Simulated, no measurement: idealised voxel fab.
The following process module bears the name voxel air gaps.
The cross-section on display is named cut; it measures 215 nm wide, and its cells are 5 nm squares.
If you're reading a cross-section in this doc, picture square cells in a grid; it comes to you as bands, top ones listed first down to the bottom, and a band can be one or more rows of cells. Band: top and bottom heights (nm) first, top before bottom; then materials from left to right, widths in nm. "throughout" marks a sole material filling the band edge to edge. "air" denotes empty space. We count height from 0. Below that, the starting wafer is all one material. The lowest band never ends at the bottom but goes on down; see "z 0 and below" for how that is written. The width entry "30..40" should be interpreted row by row: the top row of cells in the band takes the first number, the bottom row takes the second number, and the change between adjacent rows is uniform throughout. "stayed the same" (step): cross-section cells unchanged, all of them. Each empty space that has no open way to the top and spans at least 8 cells appears under "Fully closed voids" as width x height at distance, the distance counted from the left edge, all in nm. That trailing text on a step's line, after the settings, is the simulator's own remark on the step. overlay nm: step with mask; distance mask lay right of planned place; negative value = left of planned place.
# So here's the lineup of process steps we planned
| 1 | RECEIVE [material Si] |
| 2 | CONFORMAL_DEP [material SiO2] [thk nm 10] |
| 3 | CONFORMAL_DEP [material SiCN] [thk nm 5] |
| 4 | DIRECTIONAL_DEP [material lowk] [thk nm 40] |
| 5 | DIRECTIONAL_DEP [material aC] [thk nm 10] |
| 6 | PATTERN [tone open] [mask id LINES] [material resist] [width nm 20] [pitch nm 50] [thk nm 30] [overlay nm 0] |
| 7 | DIRECTIONAL_ETCH [etch materials aC] [depth nm 10] |
| 8 | STRIP [etch materials resist] |
| 9 | DIRECTIONAL_ETCH [etch materials lowk] [depth nm 40] |
| 10 | STRIP [etch materials aC] |
| 11 | CONFORMAL_DEP [material TiN] [thk nm 5] |
| 12 | FILL_DEP [material Cu] [thk nm 5] |
| 13 | CMP [height nm 55] |
| 14 | EPI [material Ru] [thk nm 10] |
| 15 | SELECTIVE_ETCH [etch materials lowk] [depth nm 50] |
| 16 | CONFORMAL_DEP [material SiCN] [thk nm 5] |
# as received, after step 1
* z 0 and below  Si throughout
* Fully closed voids: none
# The first of the two wafers as seen in cross-section once the module was finished; processing followed the plan
* z 70 to 65  air (30), then SiCN (150), then air (35)
* z 65 to 55  air (30), then SiCN (5), then Ru (40), then SiCN (10), then Ru (40), then SiCN (10), then Ru (40), then SiCN (5), then air (35)
* z 55 to 50  air (30), then SiCN (15), then TiN (5), then Cu (10), then TiN (5), then SiCN (30), then TiN (5), then Cu (10), then TiN (5), then SiCN (30), then TiN (5), then Cu (10), then TiN (5), then SiCN (15), then air (35)
* z 50 to 20  air (40), then SiCN (5), then TiN (5), then Cu (10), then TiN (5), then SiCN (5), then air (20), then SiCN (5), then TiN (5), then Cu (10), then TiN (5), then SiCN (5), then air (20), then SiCN (5), then TiN (5), then Cu (10), then TiN (5), then SiCN (5), then air (45)
* z 20 to 15  SiCN (45), then TiN (20), then SiCN (30), then TiN (20), then SiCN (30), then TiN (20), then SiCN (50)
* z 15 to 10  SiCN throughout
* z 10 to 0  SiO2 throughout
* z 0 and below  Si throughout
* Fully closed voids: 20 x 30 at 70; 20 x 30 at 120
# So this is wafer number two of the two, cut at the end of the module - it started where the first did and had the same plan, we just got one thing wrong running it
* z 70 to 65  air (30), then SiCN (150), then air (35)
* z 65 to 55  air (30), then SiCN (5), then Ru (40), then SiCN (10), then Ru (40), then SiCN (10), then Ru (40), then SiCN (5), then air (35)
* z 55 to 50  air (30), then SiCN (15), then TiN (5), then Cu (10), then TiN (5), then SiCN (30), then TiN (5), then Cu (10), then TiN (5), then SiCN (30), then TiN (5), then Cu (10), then TiN (5), then SiCN (15), then air (35)
* z 50 to 20  air (40), then SiCN (5), then TiN (5), then Cu (10), then TiN (5), then SiCN (5), then air (20), then SiCN (5), then TiN (5), then Cu (10), then TiN (5), then SiCN (5), then air (20), then SiCN (5), then TiN (5), then Cu (10), then TiN (5), then SiCN (5), then air (45)
* z 20 to 15  SiCN (45), then TiN (20), then SiCN (30), then TiN (20), then SiCN (30), then TiN (20), then SiCN (50)
* z 15 to 10  SiCN throughout
* z 10 to 0  aC throughout
* z 0 and below  Si throughout
* Fully closed voids: 20 x 30 at 70; 20 x 30 at 120
The plan and the run diverged here: step 2 did not use the planned setting and instead ran as CONFORMAL_DEP [material aC] [thk nm 10]
Heads up, by the end the second wafer has more or fewer cells of some materials compared to the first: 86 fewer of SiO2; 86 more of aC
